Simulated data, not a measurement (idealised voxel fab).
This section sets out a process module, namely voxel air gaps.
This is section cut - it's 245 nm across, gridded in 5 nm square cells.
Cross-section = grid of square cells, listed top down in bands; band = one or more rows. Heads up on the band format: heights come first, top then bottom, in nm. After that it's the materials left to right, each with its width in nm. A single material flagged "edge to edge" fills the whole band edge to edge, and "blank" means there's empty space there. A quick word on heights: they are counted from 0, and under that level the wafer as it came to us is one material throughout. The lowest band is different from the rest in having no bottom; it simply continues downward, written as in "0 -> down". You'd read "30..40" like this: the band's top row of cells is as wide as the first number, its bottom row is as wide as the second, and going down, every row changes width by the same amount as the row before did. Step marked "no change"? Then no cell in the cross-section changed in it. The list in "Closed void listing" covers empty spaces of 8 cells or more that cannot reach the top through any open way, and it gives each as width x height at distance; the distance is from the left edge, and width, height and distance are in nm. Read whatever lies past the settings on a step's line as the simulator's own remark about the step. If you see "overlay nm" on a step's line and that step has a mask, it's telling you how far right of where it was planned the mask ended up; a negative number means it went left instead. If you're wondering how to read the rest of this, here's the deal. It's pairs of cross-sections: one from before a process step, one from after it. The after one is only drawn as far down as the lowest band that changed. Right under each pair you'll see which step sits between them and what its settings were. Don't read the pairs as one continuous story, though. They can come from different runs of this module on the same starting wafer, and a pair only carries on from the one above it where its entry headed "Snapshot before" says so.
[Snapshot before]
  65 -> 55 | blank: 50, then Ru: 45, then blank: 5, then Ru: 45, then blank: 5, then Ru: 45, then blank: 50
  55 -> 20 | blank: 60, then TiN: 5, then aC: 15, then TiN: 5, then blank: 25, then TiN: 5, then aC: 15, then TiN: 5, then blank: 25, then TiN: 5, then aC: 15, then TiN: 5, then blank: 60
  20 -> 15 | blank: 60, then TiN: 25, then blank: 25, then TiN: 25, then blank: 25, then TiN: 25, then blank: 60
  15 -> 10 | SiN edge to edge
  10 -> 0 | SiO2 edge to edge
  0 -> down | Si edge to edge
  Closed void listing: none
[Post-Step Cross-Section]
  70 -> 65 | blank: 45, then SiN: 155, then blank: 45
  65 -> 55 | blank: 45, then SiN: 5, then Ru: 45, then SiN: 5, then Ru: 45, then SiN: 5, then Ru: 45, then SiN: 5, then blank: 45
  55 -> 50 | blank: 45, then SiN: 15, then TiN: 5, then aC: 15, then TiN: 5, then SiN: 25, then TiN: 5, then aC: 15, then TiN: 5, then SiN: 25, then TiN: 5, then aC: 15, then TiN: 5, then SiN: 15, then blank: 45
  50 -> 20 | blank: 55, then SiN: 5, then TiN: 5, then aC: 15, then TiN: 5, then SiN: 5, then blank: 15, then SiN: 5, then TiN: 5, then aC: 15, then TiN: 5, then SiN: 5, then blank: 15, then SiN: 5, then TiN: 5, then aC: 15, then TiN: 5, then SiN: 5, then blank: 55
  20 -> 15 | SiN: 60, then TiN: 25, then SiN: 25, then TiN: 25, then SiN: 25, then TiN: 25, then SiN: 60
  Below a height of 15, the structure has not been altered.
  Closed void listing: 15 x 30 at 90; 15 x 30 at 140
Step sandwiched between the two cross-sections above: op CONFORMAL_DEP | material SiN | thk nm 5
[Snapshot before]
  65 -> 55 | aC edge to edge
  55 -> 15 | lowk edge to edge
  15 -> 10 | SiN edge to edge
  10 -> 0 | SiO2 edge to edge
  0 -> down | Si edge to edge
  Closed void listing: none
[Post-Step Cross-Section]
  95 -> 65 | blank: 60, then resist: 25, then blank: 25, then resist: 25, then blank: 25, then resist: 25, then blank: 60
  Below a height of 65, the structure has not been altered.
  Closed void listing: none
Step sandwiched between the two cross-sections above: op PATTERN | tone cover | mask id LINES | material resist | width nm 25 | pitch nm 50 | thk nm 30 | overlay nm 0
Snapshot before: same picture as after in the pair right above, so we don't repeat it.
[Post-Step Cross-Section]
  85 -> 65 | blank: 60, then resist: 25, then blank: 25, then resist: 25, then blank: 25, then resist: 25, then blank: 60
  65 -> 55 | blank: 60, then aC: 25, then blank: 25, then aC: 25, then blank: 25, then aC: 25, then blank: 60
  Below a height of 55, the structure has not been altered.
  Closed void listing: none
Step sandwiched between the two cross-sections above: op DIRECTIONAL_ETCH | etch materials aC | depth nm 10
Snapshot before: same picture as after in the pair right above, so we don't repeat it.
[Post-Step Cross-Section]
  65 -> 55 | blank: 60, then aC: 25, then blank: 25, then aC: 25, then blank: 25, then aC: 25, then blank: 60
  Below a height of 55, the structure has not been altered.
  Closed void listing: none
Step sandwiched between the two cross-sections above: op STRIP | etch materials resist
Snapshot before: same picture as after in the pair right above, so we don't repeat it.
[Post-Step Cross-Section]
  65 -> 55 | blank: 60, then aC: 25, then blank: 25, then aC: 25, then blank: 25, then aC: 25, then blank: 60
  55 -> 15 | blank: 60, then lowk: 25, then blank: 25, then lowk: 25, then blank: 25, then lowk: 25, then blank: 60
  Below a height of 15, the structure has not been altered.
  Closed void listing: none
Step sandwiched between the two cross-sections above: op DIRECTIONAL_ETCH | etch materials lowk | depth nm 40
Snapshot before: same picture as after in the pair right above, so we don't repeat it.
[Post-Step Cross-Section]
  55 -> 15 | blank: 60, then lowk: 25, then blank: 25, then lowk: 25, then blank: 25, then lowk: 25, then blank: 60
  Below a height of 15, the structure has not been altered.
  Closed void listing: none
Step sandwiched between the two cross-sections above: op STRIP | etch materials aC
Snapshot before: same picture as after in the pair right above, so we don't repeat it.
[Post-Step Cross-Section]
  60 -> 55 | blank: 55, then TiN: 35, then blank: 15, then TiN: 35, then blank: 15, then TiN: 35, then blank: 55
  55 -> 20 | blank: 55, then TiN: 5, then lowk: 25, then TiN: 5, then blank: 15, then TiN: 5, then lowk: 25, then TiN: 5, then blank: 15, then TiN: 5, then lowk: 25, then TiN: 5, then blank: 55
  20 -> 15 | TiN: 60, then lowk: 25, then TiN: 25, then lowk: 25, then TiN: 25, then lowk: 25, then TiN: 60
  Below a height of 15, the structure has not been altered.
  Closed void listing: none
Step sandwiched between the two cross-sections above: op CONFORMAL_DEP | material TiN | thk nm 5
Snapshot before: same picture as after in the pair right above, so we don't repeat it.
[Post-Step Cross-Section]
  65 -> 60 | Ru edge to edge
  60 -> 55 | Ru: 55, then TiN: 35, then Ru: 15, then TiN: 35, then Ru: 15, then TiN: 35, then Ru: 55
  55 -> 20 | Ru: 55, then TiN: 5, then lowk: 25, then TiN: 5, then Ru: 15, then TiN: 5, then lowk: 25, then TiN: 5, then Ru: 15, then TiN: 5, then lowk: 25, then TiN: 5, then Ru: 55
  Below a height of 20, the structure has not been altered.
  Closed void listing: none
Step sandwiched between the two cross-sections above: op FILL_DEP | material Ru | thk nm 5
Snapshot before: same picture as after in the pair right above, so we don't repeat it.
[Post-Step Cross-Section]
  55 -> 20 | Ru: 55, then TiN: 5, then lowk: 25, then TiN: 5, then Ru: 15, then TiN: 5, then lowk: 25, then TiN: 5, then Ru: 15, then TiN: 5, then lowk: 25, then TiN: 5, then Ru: 55
  Below a height of 20, the structure has not been altered.
  Closed void listing: none
Step sandwiched between the two cross-sections above: op CMP | height nm 55
Snapshot before: same picture as after in the pair right above, so we don't repeat it.
[Post-Step Cross-Section]
  65 -> 55 | Ru: 70, then blank: 5, then Ru: 45, then blank: 5, then Ru: 45, then blank: 5, then Ru: 70
  Below a height of 55, the structure has not been altered.
  Closed void listing: none
Step sandwiched between the two cross-sections above: op EPI | material Ru | thk nm 10
Snapshot before: same picture as after in the pair right above, so we don't repeat it.
[Post-Step Cross-Section]
  65 -> 55 | Ru: 70, then blank: 5, then Ru: 45, then blank: 5, then Ru: 45, then blank: 5, then Ru: 70
  55 -> 20 | Ru: 55, then TiN: 5, then blank: 25, then TiN: 5, then Ru: 15, then TiN: 5, then blank: 25, then TiN: 5, then Ru: 15, then TiN: 5, then blank: 25, then TiN: 5, then Ru: 55
  20 -> 15 | TiN: 60, then blank: 25, then TiN: 25, then blank: 25, then TiN: 25, then blank: 25, then TiN: 60
  Below a height of 15, the structure has not been altered.
  Closed void listing: none
Step sandwiched between the two cross-sections above: op SELECTIVE_ETCH | etch materials lowk | depth nm 50
Snapshot before: same picture as after in the pair right above, so we don't repeat it.
[Post-Step Cross-Section]
  70 -> 65 | SiN edge to edge
  65 -> 55 | Ru: 70, then SiN: 5, then Ru: 45, then SiN: 5, then Ru: 45, then SiN: 5, then Ru: 70
  55 -> 50 | Ru: 55, then TiN: 5, then SiN: 25, then TiN: 5, then Ru: 15, then TiN: 5, then SiN: 25, then TiN: 5, then Ru: 15, then TiN: 5, then SiN: 25, then TiN: 5, then Ru: 55
  50 -> 20 | Ru: 55, then TiN: 5, then SiN: 5, then blank: 15, then SiN: 5, then TiN: 5, then Ru: 15, then TiN: 5, then SiN: 5, then blank: 15, then SiN: 5, then TiN: 5, then Ru: 15, then TiN: 5, then SiN: 5, then blank: 15, then SiN: 5, then TiN: 5, then Ru: 55
  20 -> 15 | TiN: 60, then SiN: 25, then TiN: 25, then SiN: 25, then TiN: 25, then SiN: 25, then TiN: 60
  Below a height of 15, the structure has not been altered.
  Closed void listing: 15 x 30 at 65; 15 x 30 at 115; 15 x 30 at 165
Step sandwiched between the two cross-sections above: op CONFORMAL_DEP | material SiN | thk nm 5
